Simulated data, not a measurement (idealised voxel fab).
process module | voxel transistor to metal
cross-section cut | 290 nm wide | cells 5 nm
A cross-section is a grid of square cells, given in bands from the top down. A band is one or more rows of cells.
Each band's line starts with the height of the band's top and of its bottom, in nm. Then come its materials from left to right, each with its width in nm. One material with "throughout" fills the band from edge to edge. "air" is empty space.
Height 0 is the level under which the wafer as received is all one material. The lowest band goes on downwards, as in "0 down".
A width such as "30 to 40" changes by the same amount from each row of cells to the next, from the band's top row to its bottom row.
"no change" after a step means that no cell of the cross-section changed.
closed voids: empty space of 8 cells or more with no open way to the top, each as width x height at its distance from the left edge, in nm
after a step's settings: what the simulator itself notes on the step
overlay nm, on a step with a mask: how far to the right of its planned place the mask lay; to the left if negative
plan
1 op RECEIVE | material Si
2 op OXIDIZE | depth nm 5
3 op CONFORMAL_DEP | material SiN | thk nm 15
4 op DIRECTIONAL_DEP | material aC | thk nm 10
5 op PATTERN | tone cover | mask id ACTIVE | material resist | width nm 115 | pitch nm 145 | thk nm 25 | overlay nm 0
6 op DIRECTIONAL_ETCH | etch materials aC | depth nm 10
7 op STRIP | etch materials resist
8 op DIRECTIONAL_ETCH | etch materials SiN | depth nm 15
9 op DIRECTIONAL_ETCH | etch materials SiO2 | depth nm 5
10 op DIRECTIONAL_ETCH | etch materials Si | depth nm 35
11 op STRIP | etch materials aC
12 op FILL_DEP | material SiO2 | thk nm 15
13 op CMP | height nm 15
14 op SELECTIVE_ETCH | etch materials SiO2 | depth nm 10
15 op STRIP | etch materials SiN
16 op SELECTIVE_ETCH | etch materials SiO2 | depth nm 5
17 op OXIDIZE | depth nm 5
18 op DIRECTIONAL_DEP | material polySi | thk nm 20
19 op DIRECTIONAL_DEP | material SiCN | thk nm 10
20 op DIRECTIONAL_DEP | material aC | thk nm 15
21 op PATTERN | tone cover | mask id GATE | material resist | width nm 35 | pitch nm 145 | thk nm 30 | overlay nm 0
22 op DIRECTIONAL_ETCH | etch materials aC | depth nm 15
23 op STRIP | etch materials resist
24 op DIRECTIONAL_ETCH | etch materials SiCN | depth nm 20
25 op DIRECTIONAL_ETCH | etch materials polySi | depth nm 30
26 op STRIP | etch materials aC
27 op CONFORMAL_DEP | material SiO2 | thk nm 5
28 op DIRECTIONAL_ETCH | etch materials SiO2 | depth nm 5
29 op CONFORMAL_DEP | material SiN | thk nm 5
30 op DIRECTIONAL_ETCH | etch materials SiN | depth nm 5
31 op DIRECTIONAL_ETCH | etch materials SiO2 | depth nm 5
32 op DIRECTIONAL_ETCH | etch materials Si | depth nm 10
33 op EPI | material SiGe | thk nm 10
34 op FILL_DEP | material SiO2 | thk nm 10
35 op CMP | height nm 15
36 op STRIP | etch materials polySi
37 op SELECTIVE_ETCH | etch materials SiO2 | depth nm 5
38 op CONFORMAL_DEP | material HfO2 | thk nm 5
39 op CONFORMAL_DEP | material TiN | thk nm 5
40 op FILL_DEP | material W | thk nm 5
41 op CMP | height nm 10
42 op DIRECTIONAL_DEP | material SiO2 | thk nm 10
43 op PATTERN | tone open | mask id CONTACT | material resist | width nm 20 | thk nm 20 | overlay nm 0
44 op DIRECTIONAL_ETCH | etch materials SiO2 | depth nm 30
45 op STRIP | etch materials resist
46 op CONFORMAL_DEP | material TiN | thk nm 5
47 op FILL_DEP | material Ru | thk nm 10
48 op CMP | height nm 20
49 op DIRECTIONAL_DEP | material TiN | thk nm 5
50 op DIRECTIONAL_DEP | material W | thk nm 25
51 op PATTERN | tone cover | mask id METAL_1 | material resist | width nm 20 | thk nm 15 | overlay nm 0
52 op DIRECTIONAL_ETCH | etch materials W | depth nm 25
53 op DIRECTIONAL_ETCH | etch materials TiN | depth nm 5
54 op STRIP | etch materials resist
55 op FILL_DEP | material lowk | thk nm 10
56 op CMP | height nm 50
57 op CONFORMAL_DEP | material SiCN | thk nm 5
58 op DIRECTIONAL_DEP | material SiO2 | thk nm 30
59 op MASKED_ETCH | tone open | mask id METAL_2 | width nm 20 | pitch nm 145 | etch materials SiO2 | depth nm 15 | overlay nm 0
60 op MASKED_ETCH | tone open | mask id METAL_2_HOLES | width nm 15 | pitch nm 145 | etch materials SiO2 | depth nm 15 | overlay nm 0
61 op MASKED_ETCH | tone open | mask id METAL_2_HOLES | width nm 15 | pitch nm 145 | etch materials SiCN | depth nm 5 | overlay nm 0
62 op CONFORMAL_DEP | material TiN | thk nm 5
63 op FILL_DEP | material Cu | thk nm 10
64 op CMP | height nm 85
65 op CONFORMAL_DEP | material SiN | thk nm 5
as received, after step 1
  0 down: Si throughout
  closed voids: none
a wafer at the end: this start, this plan, one mistake
  90 to 85: SiN throughout
  85 to 75: SiO2 20 | TiN 5 | Cu 10 | TiN 5 | SiO2 125 | TiN 5 | Cu 10 | TiN 5 | SiO2 105
  75 to 70: SiO2 20 | TiN 5 | Cu 5 | TiN 10 | SiO2 125 | TiN 5 | Cu 5 | TiN 10 | SiO2 105
  70 to 55: SiO2 20 | TiN 5 | Cu 5 | TiN 5 | SiO2 130 | TiN 5 | Cu 5 | TiN 5 | SiO2 110
  55 to 50: SiCN 20 | TiN 15 | SiCN 130 | TiN 15 | SiCN 110
  50 to 25: lowk 20 | W 20 | lowk 65 | W 20 | lowk 40 | W 20 | lowk 65 | W 20 | lowk 20
  25 to 20: lowk 20 | TiN 20 | lowk 65 | TiN 20 | lowk 40 | TiN 20 | lowk 65 | TiN 20 | lowk 20
  20 to 10: SiO2 20 | TiN 5 | Ru 10 | TiN 5 | SiO2 65 | TiN 5 | Ru 10 | TiN 5 | SiO2 40 | TiN 5 | Ru 10 | TiN 5 | SiO2 65 | TiN 5 | Ru 10 | TiN 5 | SiO2 20
  10 to 0: SiO2 20 | TiN 5 | Ru 10 | TiN 5 | SiO2 5 | SiN 5 | HfO2 5 | TiN 5 | W 25 | TiN 5 | HfO2 5 | SiN 5 | SiO2 5 | TiN 5 | Ru 10 | TiN 5 | SiO2 40 | TiN 5 | Ru 10 | TiN 5 | SiO2 5 | SiN 5 | HfO2 5 | TiN 5 | W 25 | TiN 5 | HfO2 5 | SiN 5 | SiO2 5 | TiN 5 | Ru 10 | TiN 5 | SiO2 20
  0 to -5: SiO2 20 | TiN 5 | Ru 10 | TiN 5 | SiO2 5 | SiN 5 | HfO2 5 | TiN 35 | HfO2 5 | SiN 5 | SiO2 5 | TiN 5 | Ru 10 | TiN 5 | SiO2 40 | TiN 5 | Ru 10 | TiN 5 | SiO2 5 | SiN 5 | HfO2 5 | TiN 35 | HfO2 5 | SiN 5 | SiO2 5 | TiN 5 | Ru 10 | TiN 5 | SiO2 20
  -5 to -10: SiO2 20 | TiN 20 | SiO2 10 | HfO2 45 | SiO2 10 | TiN 20 | SiO2 40 | TiN 20 | SiO2 10 | HfO2 45 | SiO2 10 | TiN 20 | SiO2 20
  -10 to -40: SiO2 15 | Si 115 | SiO2 30 | Si 115 | SiO2 15
  -40 down: Si throughout
  closed voids: none
what went wrong: step 31 ran as: op DIRECTIONAL_ETCH | etch materials SiN | depth nm 5
